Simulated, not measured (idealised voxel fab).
Title: Process Module voxel transistor to metal
Cross-section cut: width 180 nm, square cells of 5 nm.
A cross-section is written here as square cells arranged in a grid, and it is given in bands from the top down, each band taking up one or more rows of cells.
Band entry format. Leading values: height of top, height of bottom, nm. Remainder: materials in left-to-right order, each with its width in nm. Special words: "full width" on a single material, which then fills the band edge to edge; "blank", empty space.
Heights are measured from 0, the level below which the as-received wafer is all one material; the lowest band has no bottom and continues downward, written as in "0 down".
Width: "30->40" (first number = top row, second number = bottom row, same change from row to row of cells).
No cell of the cross-section changed in a step that is given as "all unchanged".
The entry titled "Enclosed cavities" provides the empty spaces that have no open way to the top, restricted to those of 8 cells or more. Each is presented as width x height at distance, the distance being measured from the left edge, with all three in nm.
It should be noted that, on the line of a given step, the content following the step's settings is a remark produced by the simulator itself with respect to that step.
overlay nm: right-of-plan distance of the mask on a masked step; negative values mean left-of-plan.
What follows is a series of pairs. Each pair shows a cross-section before one process step and the cross-section after it, and the after view is drawn only down to the lowest band that changed. Beneath each pair is the step that lies between the two, with its settings. Pairs may come from different runs of this module on the same starting wafer, so a pair continues from the one above it only where its entry headed "Pre-step geometry" says so.

[Pre-step geometry]
    50 to 35 = SiO2 full width
    35 to 30 = SiCN full width
    30 to 15 = 45 of SiO2  5 of TiN  5 of W  5 of TiN  55 of SiO2  5 of TiN  5 of W  5 of TiN  50 of SiO2
    15 to 10 = 45 of SiO2  15 of TiN  5 of SiO2  10 of SiN  5 of HfO2  5 of TiN  10 of W  5 of TiN  5 of HfO2  10 of SiN  15 of TiN  50 of SiO2
    10 to 5 = 45 of SiO2  5 of TiN  15 of pSi  10 of SiN  5 of HfO2  5 of TiN  10 of W  5 of TiN  5 of HfO2  10 of SiN  15 of pSi  50 of SiO2
    5 to 0 = 45 of SiO2  5 of TiN  15 of pSi  10 of SiN  5 of HfO2  20 of TiN  5 of HfO2  10 of SiN  15 of pSi  50 of SiO2
    0 to -5 = 45 of SiO2  5 of TiN  15 of pSi  5 of SiO2  40 of HfO2  5 of SiO2  15 of pSi  50 of SiO2
    -5 to -20 = 40 of SiO2  25 of pSi  50 of Si  20 of pSi  45 of SiO2
    -20 to -40 = 40 of SiO2  95 of Si  45 of SiO2
    -40 down = Si full width
    Enclosed cavities: none

[Resulting Cross-Section]
    65 to 50 = aC full width
    For the remainder of the cross-section, below 50, there is no change.
    Enclosed cavities: none
Applied between the two views above: DIRECTIONAL_DEP [material aC] [thk nm 15]

Pre-step geometry: starting point is the after cross-section of the pair just above.

[Resulting Cross-Section]
    95 to 65 = 45 of resist  15 of blank  55 of resist  15 of blank  50 of resist
    For the remainder of the cross-section, below 65, there is no change.
    Enclosed cavities: none
Applied between the two views above: PATTERN [tone open] [mask id METAL_1] [material resist] [width nm 15] [pitch nm 70] [thk nm 30] [overlay nm 0]

Pre-step geometry: starting point is the after cross-section of the pair just above.

[Resulting Cross-Section]
    80 to 65 = 45 of resist  15 of blank  55 of resist  15 of blank  50 of resist
    65 to 50 = 45 of aC  15 of blank  55 of aC  15 of blank  50 of aC
    For the remainder of the cross-section, below 50, there is no change.
    Enclosed cavities: none
Applied between the two views above: DIRECTIONAL_ETCH [etch materials aC] [depth nm 15]

Pre-step geometry: starting point is the after cross-section of the pair just above.

[Resulting Cross-Section]
    65 to 50 = 45 of aC  15 of blank  55 of aC  15 of blank  50 of aC
    For the remainder of the cross-section, below 50, there is no change.
    Enclosed cavities: none
Applied between the two views above: STRIP [etch materials resist]

Pre-step geometry: starting point is the after cross-section of the pair just above.

[Resulting Cross-Section]
    65 to 50 = 45 of aC  15 of blank  55 of aC  15 of blank  50 of aC
    50 to 35 = 45 of SiO2  15 of blank  55 of SiO2  15 of blank  50 of SiO2
    For the remainder of the cross-section, below 35, there is no change.
    Enclosed cavities: none
Applied between the two views above: DIRECTIONAL_ETCH [etch materials SiO2] [depth nm 15]

Pre-step geometry: starting point is the after cross-section of the pair just above.

[Resulting Cross-Section]
    65 to 50 = 45 of aC  15 of blank  55 of aC  15 of blank  50 of aC
    50 to 35 = 45 of SiO2  15 of blank  55 of SiO2  15 of blank  50 of SiO2
    35 to 30 = 45 of SiCN  15 of blank  55 of SiCN  15 of blank  50 of SiCN
    For the remainder of the cross-section, below 30, there is no change.
    Enclosed cavities: none
Applied between the two views above: DIRECTIONAL_ETCH [etch materials SiCN] [depth nm 5]

Pre-step geometry: starting point is the after cross-section of the pair just above.

[Resulting Cross-Section]
    50 to 35 = 45 of SiO2  15 of blank  55 of SiO2  15 of blank  50 of SiO2
    For the remainder of the cross-section, below 35, there is no change.
    Enclosed cavities: none
Applied between the two views above: STRIP [etch materials aC]

Pre-step geometry: starting point is the after cross-section of the pair just above.

[Resulting Cross-Section]
    55 to 50 = 50 of TiN  5 of blank  65 of TiN  5 of blank  55 of TiN
    50 to 35 = 45 of SiO2  5 of TiN  5 of blank  5 of TiN  55 of SiO2  5 of TiN  5 of blank  5 of TiN  50 of SiO2
    35 to 30 = 45 of SiCN  15 of TiN  55 of SiCN  15 of TiN  50 of SiCN
    For the remainder of the cross-section, below 30, there is no change.
    Enclosed cavities: none
Applied between the two views above: CONFORMAL_DEP [material TiN] [thk nm 5]

Pre-step geometry: starting point is the after cross-section of the pair just above.

[Resulting Cross-Section]
    65 to 55 = Cu full width
    55 to 50 = 50 of TiN  5 of Cu  65 of TiN  5 of Cu  55 of TiN
    50 to 35 = 45 of SiO2  5 of TiN  5 of Cu  5 of TiN  55 of SiO2  5 of TiN  5 of Cu  5 of TiN  50 of SiO2
    For the remainder of the cross-section, below 35, there is no change.
    Enclosed cavities: none
Applied between the two views above: FILL_DEP [material Cu] [thk nm 10]

Pre-step geometry: starting point is the after cross-section of the pair just above.

[Resulting Cross-Section]
    50 to 35 = 45 of SiO2  5 of TiN  5 of Cu  5 of TiN  55 of SiO2  5 of TiN  5 of Cu  5 of TiN  50 of SiO2
    For the remainder of the cross-section, below 35, there is no change.
    Enclosed cavities: none
Applied between the two views above: CMP [height nm 50]

Pre-step geometry: starting point is the after cross-section of the pair just above.

[Resulting Cross-Section]
    55 to 50 = SiCN full width
    For the remainder of the cross-section, below 50, there is no change.
    Enclosed cavities: none
Applied between the two views above: CONFORMAL_DEP [material SiCN] [thk nm 5]

Pre-step geometry: starting point is the after cross-section of the pair just above.

[Resulting Cross-Section]
    85 to 55 = SiO2 full width
    For the remainder of the cross-section, below 55, there is no change.
    Enclosed cavities: none
Applied between the two views above: DIRECTIONAL_DEP [material SiO2] [thk nm 30]

Pre-step geometry: starting point is the after cross-section of the pair just above.

[Resulting Cross-Section]
    100 to 85 = aC full width
    For the remainder of the cross-section, below 85, there is no change.
    Enclosed cavities: none
Applied between the two views above: DIRECTIONAL_DEP [material aC] [thk nm 15]

Pre-step geometry: starting point is the after cross-section of the pair just above.

[Resulting Cross-Section]
    135 to 100 = 45 of resist  15 of blank  55 of resist  15 of blank  50 of resist
    For the remainder of the cross-section, below 100, there is no change.
    Enclosed cavities: none
Applied between the two views above: PATTERN [tone open] [mask id METAL_2] [material resist] [width nm 15] [pitch nm 70] [thk nm 35] [overlay nm 0]

Pre-step geometry: starting point is the after cross-section of the pair just above.

[Resulting Cross-Section]
    120 to 100 = 45 of resist  15 of blank  55 of resist  15 of blank  50 of resist
    100 to 85 = 45 of aC  15 of blank  55 of aC  15 of blank  50 of aC
    For the remainder of the cross-section, below 85, there is no change.
    Enclosed cavities: none
Applied between the two views above: DIRECTIONAL_ETCH [etch materials aC] [depth nm 15]

Pre-step geometry: starting point is the after cross-section of the pair just above.

[Resulting Cross-Section]
    100 to 85 = 45 of aC  15 of blank  55 of aC  15 of blank  50 of aC
    For the remainder of the cross-section, below 85, there is no change.
    Enclosed cavities: none
Applied between the two views above: STRIP [etch materials resist]

Pre-step geometry: starting point is the after cross-section of the pair just above.

[Resulting Cross-Section]
    100 to 85 = 45 of aC  15 of blank  55 of aC  15 of blank  50 of aC
    85 to 65 = 45 of SiO2  15 of blank  55 of SiO2  15 of blank  50 of SiO2
    For the remainder of the cross-section, below 65, there is no change.
    Enclosed cavities: none
Applied between the two views above: DIRECTIONAL_ETCH [etch materials SiO2] [depth nm 20]

Pre-step geometry: starting point is the after cross-section of the pair just above.

[Resulting Cross-Section]
    85 to 65 = 45 of SiO2  15 of blank  55 of SiO2  15 of blank  50 of SiO2
    For the remainder of the cross-section, below 65, there is no change.
    Enclosed cavities: none
Applied between the two views above: STRIP [etch materials aC]

Pre-step geometry: starting point is the after cross-section of the pair just above.

[Resulting Cross-Section]
    100 to 85 = 45 of aC  15 of blank  55 of aC  15 of blank  50 of aC
    85 to 80 = 45 of SiO2  15 of blank  55 of SiO2  15 of blank  50 of SiO2
    80 to 65 = 45 of SiO2  15 of aC  55 of SiO2  15 of aC  50 of SiO2
    For the remainder of the cross-section, below 65, there is no change.
    Enclosed cavities: none
Applied between the two views above: DIRECTIONAL_DEP [material aC] [thk nm 15]

Pre-step geometry: starting point is the after cross-section of the pair just above.

[Resulting Cross-Section]
    135 to 100 = 45 of resist  15 of blank  55 of resist  15 of blank  50 of resist
    For the remainder of the cross-section, below 100, there is no change.
    Enclosed cavities: none
Applied between the two views above: PATTERN [tone open] [mask id METAL_2_HOLES] [material resist] [width nm 15] [pitch nm 70] [thk nm 35] [overlay nm 0]

Pre-step geometry: starting point is the after cross-section of the pair just above.

[Resulting Cross-Section]
    120 to 100 = 45 of resist  15 of blank  55 of resist  15 of blank  50 of resist
    100 to 85 = 45 of aC  15 of blank  55 of aC  15 of blank  50 of aC
    85 to 65 = 45 of SiO2  15 of blank  55 of SiO2  15 of blank  50 of SiO2
    For the remainder of the cross-section, below 65, there is no change.
    Enclosed cavities: none
Applied between the two views above: DIRECTIONAL_ETCH [etch materials aC] [depth nm 15]

Pre-step geometry: starting point is the after cross-section of the pair just above.

[Resulting Cross-Section]
    100 to 85 = 45 of aC  15 of blank  55 of aC  15 of blank  50 of aC
    For the remainder of the cross-section, below 85, there is no change.
    Enclosed cavities: none
Applied between the two views above: STRIP [etch materials resist]

Pre-step geometry: starting point is the after cross-section of the pair just above.

[Resulting Cross-Section]
    100 to 85 = 45 of aC  15 of blank  55 of aC  15 of blank  50 of aC
    85 to 55 = 45 of SiO2  15 of blank  55 of SiO2  15 of blank  50 of SiO2
    For the remainder of the cross-section, below 55, there is no change.
    Enclosed cavities: none
Applied between the two views above: DIRECTIONAL_ETCH [etch materials SiO2] [depth nm 10]

Pre-step geometry: starting point is the after cross-section of the pair just above.

[Resulting Cross-Section]
    100 to 85 = 45 of aC  15 of blank  55 of aC  15 of blank  50 of aC
    85 to 55 = 45 of SiO2  15 of blank  55 of SiO2  15 of blank  50 of SiO2
    55 to 50 = 45 of SiCN  15 of blank  55 of SiCN  15 of blank  50 of SiCN
    For the remainder of the cross-section, below 50, there is no change.
    Enclosed cavities: none
Applied between the two views above: DIRECTIONAL_ETCH [etch materials SiCN] [depth nm 5]

Pre-step geometry: starting point is the after cross-section of the pair just above.

[Resulting Cross-Section]
    85 to 55 = 45 of SiO2  15 of blank  55 of SiO2  15 of blank  50 of SiO2
    For the remainder of the cross-section, below 55, there is no change.
    Enclosed cavities: none
Applied between the two views above: STRIP [etch materials aC]

Pre-step geometry: starting point is the after cross-section of the pair just above.

[Resulting Cross-Section]
    90 to 85 = 50 of TiN  5 of blank  65 of TiN  5 of blank  55 of TiN
    85 to 55 = 45 of SiO2  5 of TiN  5 of blank  5 of TiN  55 of SiO2  5 of TiN  5 of blank  5 of TiN  50 of SiO2
    55 to 50 = 45 of SiCN  15 of TiN  55 of SiCN  15 of TiN  50 of SiCN
    For the remainder of the cross-section, below 50, there is no change.
    Enclosed cavities: none
Applied between the two views above: CONFORMAL_DEP [material TiN] [thk nm 5]

Pre-step geometry: starting point is the after cross-section of the pair just above.

[Resulting Cross-Section]
    100 to 90 = Cu full width
    90 to 85 = 50 of TiN  5 of Cu  65 of TiN  5 of Cu  55 of TiN
    85 to 55 = 45 of SiO2  5 of TiN  5 of Cu  5 of TiN  55 of SiO2  5 of TiN  5 of Cu  5 of TiN  50 of SiO2
    For the remainder of the cross-section, below 55, there is no change.
    Enclosed cavities: none
Applied between the two views above: FILL_DEP [material Cu] [thk nm 10]

Pre-step geometry: starting point is the after cross-section of the pair just above.

[Resulting Cross-Section]
    85 to 55 = 45 of SiO2  5 of TiN  5 of Cu  5 of TiN  55 of SiO2  5 of TiN  5 of Cu  5 of TiN  50 of SiO2
    For the remainder of the cross-section, below 55, there is no change.
    Enclosed cavities: none
Applied between the two views above: CMP [height nm 85]

Pre-step geometry: starting point is the after cross-section of the pair just above.

[Resulting Cross-Section]
    90 to 85 = SiN full width
    For the remainder of the cross-section, below 85, there is no change.
    Enclosed cavities: none
Applied between the two views above: CONFORMAL_DEP [material SiN] [thk nm 5]

[Pre-step geometry]
    40 to 30 = aC full width
    30 to 15 = SiO2 full width
    15 to 10 = 65 of SiO2  10 of SiN  5 of HfO2  5 of TiN  5 of W  5 of TiN  5 of HfO2  10 of SiN  70 of SiO2
    10 to 5 = 50 of SiO2  15 of pSi  10 of SiN  5 of HfO2  5 of TiN  5 of W  5 of TiN  5 of HfO2  10 of SiN  15 of pSi  55 of SiO2
    5 to 0 = 50 of SiO2  15 of pSi  10 of SiN  5 of HfO2  15 of TiN  5 of HfO2  10 of SiN  15 of pSi  55 of SiO2
    0 to -5 = 50 of SiO2  15 of pSi  5 of SiO2  35 of HfO2  5 of SiO2  15 of pSi  55 of SiO2
    -5 to -20 = 40 of SiO2  25 of pSi  45 of Si  25 of pSi  45 of SiO2
    -20 to -40 = 40 of SiO2  95 of Si  45 of SiO2
    -40 down = Si full width
    Enclosed cavities: none

[Resulting Cross-Section]
    70 to 40 = 55 of resist  15 of blank  55 of resist  15 of blank  40 of resist
    For the remainder of the cross-section, below 40, there is no change.
    Enclosed cavities: none
Applied between the two views above: PATTERN [tone open] [mask id CONTACT] [material resist] [width nm 15] [pitch nm 70] [thk nm 30] [overlay nm 10]

Pre-step geometry: starting point is the after cross-section of the pair just above.

[Resulting Cross-Section]
    60 to 40 = 55 of resist  15 of blank  55 of resist  15 of blank  40 of resist
    40 to 30 = 55 of aC  15 of blank  55 of aC  15 of blank  40 of aC
    For the remainder of the cross-section, below 30, there is no change.
    Enclosed cavities: none
Applied between the two views above: DIRECTIONAL_ETCH [etch materials aC] [depth nm 10]

Pre-step geometry: starting point is the after cross-section of the pair just above.

[Resulting Cross-Section]
    40 to 30 = 55 of aC  15 of blank  55 of aC  15 of blank  40 of aC
    For the remainder of the cross-section, below 30, there is no change.
    Enclosed cavities: none
Applied between the two views above: STRIP [etch materials resist]

Pre-step geometry: starting point is the after cross-section of the pair just above.

[Resulting Cross-Section]
    40 to 30 = 55 of aC  15 of blank  55 of aC  15 of blank  40 of aC
    30 to 15 = 55 of SiO2  15 of blank  55 of SiO2  15 of blank  40 of SiO2
    15 to 10 = 55 of SiO2  10 of blank  10 of SiN  5 of HfO2  5 of TiN  5 of W  5 of TiN  5 of HfO2  10 of SiN  15 of SiO2  15 of blank  40 of SiO2
    10 to 5 = 50 of SiO2  15 of pSi  10 of SiN  5 of HfO2  5 of TiN  5 of W  5 of TiN  5 of HfO2  10 of SiN  15 of pSi  15 of blank  40 of SiO2
    5 to 0 = 50 of SiO2  15 of pSi  10 of SiN  5 of HfO2  15 of TiN  5 of HfO2  10 of SiN  15 of pSi  15 of blank  40 of SiO2
    0 to -5 = 50 of SiO2  15 of pSi  5 of SiO2  35 of HfO2  5 of SiO2  15 of pSi  15 of blank  40 of SiO2
    For the remainder of the cross-section, below -5, there is no change.
    Enclosed cavities: none
Applied between the two views above: DIRECTIONAL_ETCH [etch materials SiO2] [depth nm 35]

Pre-step geometry: starting point is the after cross-section of the pair just above.

[Resulting Cross-Section]
    30 to 15 = 55 of SiO2  15 of blank  55 of SiO2  15 of blank  40 of SiO2
    For the remainder of the cross-section, below 15, there is no change.
    Enclosed cavities: none
Applied between the two views above: STRIP [etch materials aC]

Pre-step geometry: starting point is the after cross-section of the pair just above.

[Resulting Cross-Section]
    35 to 30 = 60 of TiN  5 of blank  65 of TiN  5 of blank  45 of TiN
    30 to 20 = 55 of SiO2  5 of TiN  5 of blank  5 of TiN  55 of SiO2  5 of TiN  5 of blank  5 of TiN  40 of SiO2
    20 to 15 = 55 of SiO2  15 of TiN  55 of SiO2  5 of TiN  5 of blank  5 of TiN  40 of SiO2
    15 to 10 = 55 of SiO2  10 of TiN  10 of SiN  5 of HfO2  5 of TiN  5 of W  5 of TiN  5 of HfO2  10 of SiN  15 of SiO2  5 of TiN  5 of blank  5 of TiN  40 of SiO2
    10 to 5 = 50 of SiO2  15 of pSi  10 of SiN  5 of HfO2  5 of TiN  5 of W  5 of TiN  5 of HfO2  10 of SiN  15 of pSi  5 of TiN  5 of blank  5 of TiN  40 of SiO2
    5 to 0 = 50 of SiO2  15 of pSi  10 of SiN  5 of HfO2  15 of TiN  5 of HfO2  10 of SiN  15 of pSi  5 of TiN  5 of blank  5 of TiN  40 of SiO2
    0 to -5 = 50 of SiO2  15 of pSi  5 of SiO2  35 of HfO2  5 of SiO2  15 of pSi  15 of TiN  40 of SiO2
    For the remainder of the cross-section, below -5, there is no change.
    Enclosed cavities: none
Applied between the two views above: CONFORMAL_DEP [material TiN] [thk nm 5]

Pre-step geometry: starting point is the after cross-section of the pair just above.

[Resulting Cross-Section]
    45 to 35 = W full width
    35 to 30 = 60 of TiN  5 of W  65 of TiN  5 of W  45 of TiN
    30 to 20 = 55 of SiO2  5 of TiN  5 of W  5 of TiN  55 of SiO2  5 of TiN  5 of W  5 of TiN  40 of SiO2
    20 to 15 = 55 of SiO2  15 of TiN  55 of SiO2  5 of TiN  5 of W  5 of TiN  40 of SiO2
    15 to 10 = 55 of SiO2  10 of TiN  10 of SiN  5 of HfO2  5 of TiN  5 of W  5 of TiN  5 of HfO2  10 of SiN  15 of SiO2  5 of TiN  5 of W  5 of TiN  40 of SiO2
    10 to 5 = 50 of SiO2  15 of pSi  10 of SiN  5 of HfO2  5 of TiN  5 of W  5 of TiN  5 of HfO2  10 of SiN  15 of pSi  5 of TiN  5 of W  5 of TiN  40 of SiO2
    5 to 0 = 50 of SiO2  15 of pSi  10 of SiN  5 of HfO2  15 of TiN  5 of HfO2  10 of SiN  15 of pSi  5 of TiN  5 of W  5 of TiN  40 of SiO2
    For the remainder of the cross-section, below 0, there is no change.
    Enclosed cavities: none
Applied between the two views above: FILL_DEP [material W] [thk nm 10]

Pre-step geometry: starting point is the after cross-section of the pair just above.

[Resulting Cross-Section]
    30 to 20 = 55 of SiO2  5 of TiN  5 of W  5 of TiN  55 of SiO2  5 of TiN  5 of W  5 of TiN  40 of SiO2
    For the remainder of the cross-section, below 20, there is no change.
    Enclosed cavities: none
Applied between the two views above: CMP [height nm 30]

Pre-step geometry: starting point is the after cross-section of the pair just above.

[Resulting Cross-Section]
    35 to 30 = SiCN full width
    For the remainder of the cross-section, below 30, there is no change.
    Enclosed cavities: none
Applied between the two views above: CONFORMAL_DEP [material SiCN] [thk nm 5]

Pre-step geometry: starting point is the after cross-section of the pair just above.

[Resulting Cross-Section]
    50 to 35 = SiO2 full width
    For the remainder of the cross-section, below 35, there is no change.
    Enclosed cavities: none
Applied between the two views above: DIRECTIONAL_DEP [material SiO2] [thk nm 15]

Pre-step geometry: starting point is the after cross-section of the pair just above.

[Resulting Cross-Section]
    65 to 50 = aC full width
    For the remainder of the cross-section, below 50, there is no change.
    Enclosed cavities: none
Applied between the two views above: DIRECTIONAL_DEP [material aC] [thk nm 15]

Pre-step geometry: starting point is the after cross-section of the pair just above.

[Resulting Cross-Section]
    95 to 65 = 45 of resist  15 of blank  55 of resist  15 of blank  50 of resist
    For the remainder of the cross-section, below 65, there is no change.
    Enclosed cavities: none
Applied between the two views above: PATTERN [tone open] [mask id METAL_1] [material resist] [width nm 15] [pitch nm 70] [thk nm 30] [overlay nm 0]

Pre-step geometry: starting point is the after cross-section of the pair just above.

[Resulting Cross-Section]
    80 to 65 = 45 of resist  15 of blank  55 of resist  15 of blank  50 of resist
    65 to 50 = 45 of aC  15 of blank  55 of aC  15 of blank  50 of aC
    For the remainder of the cross-section, below 50, there is no change.
    Enclosed cavities: none
Applied between the two views above: DIRECTIONAL_ETCH [etch materials aC] [depth nm 15]

Pre-step geometry: starting point is the after cross-section of the pair just above.

[Resulting Cross-Section]
    65 to 50 = 45 of aC  15 of blank  55 of aC  15 of blank  50 of aC
    For the remainder of the cross-section, below 50, there is no change.
    Enclosed cavities: none
Applied between the two views above: STRIP [etch materials resist]

Pre-step geometry: starting point is the after cross-section of the pair just above.

[Resulting Cross-Section]
    65 to 50 = 45 of aC  15 of blank  55 of aC  15 of blank  50 of aC
    50 to 35 = 45 of SiO2  15 of blank  55 of SiO2  15 of blank  50 of SiO2
    For the remainder of the cross-section, below 35, there is no change.
    Enclosed cavities: none
Applied between the two views above: DIRECTIONAL_ETCH [etch materials SiO2] [depth nm 15]

Pre-step geometry: starting point is the after cross-section of the pair just above.

[Resulting Cross-Section]
    65 to 50 = 45 of aC  15 of blank  55 of aC  15 of blank  50 of aC
    50 to 35 = 45 of SiO2  15 of blank  55 of SiO2  15 of blank  50 of SiO2
    35 to 30 = 45 of SiCN  15 of blank  55 of SiCN  15 of blank  50 of SiCN
    For the remainder of the cross-section, below 30, there is no change.
    Enclosed cavities: none
Applied between the two views above: DIRECTIONAL_ETCH [etch materials SiCN] [depth nm 5]

Pre-step geometry: starting point is the after cross-section of the pair just above.

[Resulting Cross-Section]
    50 to 35 = 45 of SiO2  15 of blank  55 of SiO2  15 of blank  50 of SiO2
    For the remainder of the cross-section, below 35, there is no change.
    Enclosed cavities: none
Applied between the two views above: STRIP [etch materials aC]

Pre-step geometry: starting point is the after cross-section of the pair just above.

[Resulting Cross-Section]
    55 to 50 = 50 of TiN  5 of blank  65 of TiN  5 of blank  55 of TiN
    50 to 35 = 45 of SiO2  5 of TiN  5 of blank  5 of TiN  55 of SiO2  5 of TiN  5 of blank  5 of TiN  50 of SiO2
    35 to 30 = 45 of SiCN  15 of TiN  55 of SiCN  15 of TiN  50 of SiCN
    For the remainder of the cross-section, below 30, there is no change.
    Enclosed cavities: none
Applied between the two views above: CONFORMAL_DEP [material TiN] [thk nm 5]

Pre-step geometry: starting point is the after cross-section of the pair just above.

[Resulting Cross-Section]
    65 to 55 = Cu full width
    55 to 50 = 50 of TiN  5 of Cu  65 of TiN  5 of Cu  55 of TiN
    50 to 35 = 45 of SiO2  5 of TiN  5 of Cu  5 of TiN  55 of SiO2  5 of TiN  5 of Cu  5 of TiN  50 of SiO2
    For the remainder of the cross-section, below 35, there is no change.
    Enclosed cavities: none
Applied between the two views above: FILL_DEP [material Cu] [thk nm 10]

Pre-step geometry: starting point is the after cross-section of the pair just above.

[Resulting Cross-Section]
    50 to 35 = 45 of SiO2  5 of TiN  5 of Cu  5 of TiN  55 of SiO2  5 of TiN  5 of Cu  5 of TiN  50 of SiO2
    For the remainder of the cross-section, below 35, there is no change.
    Enclosed cavities: none
Applied between the two views above: CMP [height nm 50]

Pre-step geometry: starting point is the after cross-section of the pair just above.

[Resulting Cross-Section]
    55 to 50 = SiCN full width
    For the remainder of the cross-section, below 50, there is no change.
    Enclosed cavities: none
Applied between the two views above: CONFORMAL_DEP [material SiCN] [thk nm 5]

Pre-step geometry: starting point is the after cross-section of the pair just above.

[Resulting Cross-Section]
    85 to 55 = SiO2 full width
    For the remainder of the cross-section, below 55, there is no change.
    Enclosed cavities: none
Applied between the two views above: DIRECTIONAL_DEP [material SiO2] [thk nm 30]

Pre-step geometry: starting point is the after cross-section of the pair just above.

[Resulting Cross-Section]
    100 to 85 = aC full width
    For the remainder of the cross-section, below 85, there is no change.
    Enclosed cavities: none
Applied between the two views above: DIRECTIONAL_DEP [material aC] [thk nm 15]

Pre-step geometry: starting point is the after cross-section of the pair just above.

[Resulting Cross-Section]
    135 to 100 = 45 of resist  15 of blank  55 of resist  15 of blank  50 of resist
    For the remainder of the cross-section, below 100, there is no change.
    Enclosed cavities: none
Applied between the two views above: PATTERN [tone open] [mask id METAL_2] [material resist] [width nm 15] [pitch nm 70] [thk nm 35] [overlay nm 0]

Pre-step geometry: starting point is the after cross-section of the pair just above.

[Resulting Cross-Section]
    120 to 100 = 45 of resist  15 of blank  55 of resist  15 of blank  50 of resist
    100 to 85 = 45 of aC  15 of blank  55 of aC  15 of blank  50 of aC
    For the remainder of the cross-section, below 85, there is no change.
    Enclosed cavities: none
Applied between the two views above: DIRECTIONAL_ETCH [etch materials aC] [depth nm 15]

Pre-step geometry: starting point is the after cross-section of the pair just above.

[Resulting Cross-Section]
    100 to 85 = 45 of aC  15 of blank  55 of aC  15 of blank  50 of aC
    For the remainder of the cross-section, below 85, there is no change.
    Enclosed cavities: none
Applied between the two views above: STRIP [etch materials resist]

Pre-step geometry: starting point is the after cross-section of the pair just above.

[Resulting Cross-Section]
    100 to 85 = 45 of aC  15 of blank  55 of aC  15 of blank  50 of aC
    85 to 65 = 45 of SiO2  15 of blank  55 of SiO2  15 of blank  50 of SiO2
    For the remainder of the cross-section, below 65, there is no change.
    Enclosed cavities: none
Applied between the two views above: DIRECTIONAL_ETCH [etch materials SiO2] [depth nm 20]

Pre-step geometry: starting point is the after cross-section of the pair just above.

[Resulting Cross-Section]
    85 to 65 = 45 of SiO2  15 of blank  55 of SiO2  15 of blank  50 of SiO2
    For the remainder of the cross-section, below 65, there is no change.
    Enclosed cavities: none
Applied between the two views above: STRIP [etch materials aC]

Pre-step geometry: starting point is the after cross-section of the pair just above.

[Resulting Cross-Section]
    100 to 85 = 45 of aC  15 of blank  55 of aC  15 of blank  50 of aC
    85 to 80 = 45 of SiO2  15 of blank  55 of SiO2  15 of blank  50 of SiO2
    80 to 65 = 45 of SiO2  15 of aC  55 of SiO2  15 of aC  50 of SiO2
    For the remainder of the cross-section, below 65, there is no change.
    Enclosed cavities: none
Applied between the two views above: DIRECTIONAL_DEP [material aC] [thk nm 15]

Pre-step geometry: starting point is the after cross-section of the pair just above.

[Resulting Cross-Section]
    135 to 100 = 45 of resist  15 of blank  55 of resist  15 of blank  50 of resist
    For the remainder of the cross-section, below 100, there is no change.
    Enclosed cavities: none
Applied between the two views above: PATTERN [tone open] [mask id METAL_2_HOLES] [material resist] [width nm 15] [pitch nm 70] [thk nm 35] [overlay nm 0]

Pre-step geometry: starting point is the after cross-section of the pair just above.

[Resulting Cross-Section]
    120 to 100 = 45 of resist  15 of blank  55 of resist  15 of blank  50 of resist
    100 to 85 = 45 of aC  15 of blank  55 of aC  15 of blank  50 of aC
    85 to 65 = 45 of SiO2  15 of blank  55 of SiO2  15 of blank  50 of SiO2
    For the remainder of the cross-section, below 65, there is no change.
    Enclosed cavities: none
Applied between the two views above: DIRECTIONAL_ETCH [etch materials aC] [depth nm 15]

Pre-step geometry: starting point is the after cross-section of the pair just above.

[Resulting Cross-Section]
    100 to 85 = 45 of aC  15 of blank  55 of aC  15 of blank  50 of aC
    For the remainder of the cross-section, below 85, there is no change.
    Enclosed cavities: none
Applied between the two views above: STRIP [etch materials resist]

Pre-step geometry: starting point is the after cross-section of the pair just above.

[Resulting Cross-Section]
    100 to 85 = 45 of aC  15 of blank  55 of aC  15 of blank  50 of aC
    85 to 55 = 45 of SiO2  15 of blank  55 of SiO2  15 of blank  50 of SiO2
    For the remainder of the cross-section, below 55, there is no change.
    Enclosed cavities: none
Applied between the two views above: DIRECTIONAL_ETCH [etch materials SiO2] [depth nm 10]

Pre-step geometry: starting point is the after cross-section of the pair just above.

[Resulting Cross-Section]
    100 to 85 = 45 of aC  15 of blank  55 of aC  15 of blank  50 of aC
    85 to 55 = 45 of SiO2  15 of blank  55 of SiO2  15 of blank  50 of SiO2
    55 to 50 = 45 of SiCN  15 of blank  55 of SiCN  15 of blank  50 of SiCN
    For the remainder of the cross-section, below 50, there is no change.
    Enclosed cavities: none
Applied between the two views above: DIRECTIONAL_ETCH [etch materials SiCN] [depth nm 5]

Pre-step geometry: starting point is the after cross-section of the pair just above.

[Resulting Cross-Section]
    85 to 55 = 45 of SiO2  15 of blank  55 of SiO2  15 of blank  50 of SiO2
    For the remainder of the cross-section, below 55, there is no change.
    Enclosed cavities: none
Applied between the two views above: STRIP [etch materials aC]

Pre-step geometry: starting point is the after cross-section of the pair just above.

[Resulting Cross-Section]
    90 to 85 = 50 of TiN  5 of blank  65 of TiN  5 of blank  55 of TiN
    85 to 55 = 45 of SiO2  5 of TiN  5 of blank  5 of TiN  55 of SiO2  5 of TiN  5 of blank  5 of TiN  50 of SiO2
    55 to 50 = 45 of SiCN  15 of TiN  55 of SiCN  15 of TiN  50 of SiCN
    For the remainder of the cross-section, below 50, there is no change.
    Enclosed cavities: none
Applied between the two views above: CONFORMAL_DEP [material TiN] [thk nm 5]

Pre-step geometry: starting point is the after cross-section of the pair just above.

[Resulting Cross-Section]
    100 to 90 = Cu full width
    90 to 85 = 50 of TiN  5 of Cu  65 of TiN  5 of Cu  55 of TiN
    85 to 55 = 45 of SiO2  5 of TiN  5 of Cu  5 of TiN  55 of SiO2  5 of TiN  5 of Cu  5 of TiN  50 of SiO2
    For the remainder of the cross-section, below 55, there is no change.
    Enclosed cavities: none
Applied between the two views above: FILL_DEP [material Cu] [thk nm 10]

Pre-step geometry: starting point is the after cross-section of the pair just above.

[Resulting Cross-Section]
    85 to 55 = 45 of SiO2  5 of TiN  5 of Cu  5 of TiN  55 of SiO2  5 of TiN  5 of Cu  5 of TiN  50 of SiO2
    For the remainder of the cross-section, below 55, there is no change.
    Enclosed cavities: none
Applied between the two views above: CMP [height nm 85]

Pre-step geometry: starting point is the after cross-section of the pair just above.

[Resulting Cross-Section]
    90 to 85 = SiN full width
    For the remainder of the cross-section, below 85, there is no change.
    Enclosed cavities: none
Applied between the two views above: CONFORMAL_DEP [material SiN] [thk nm 5]
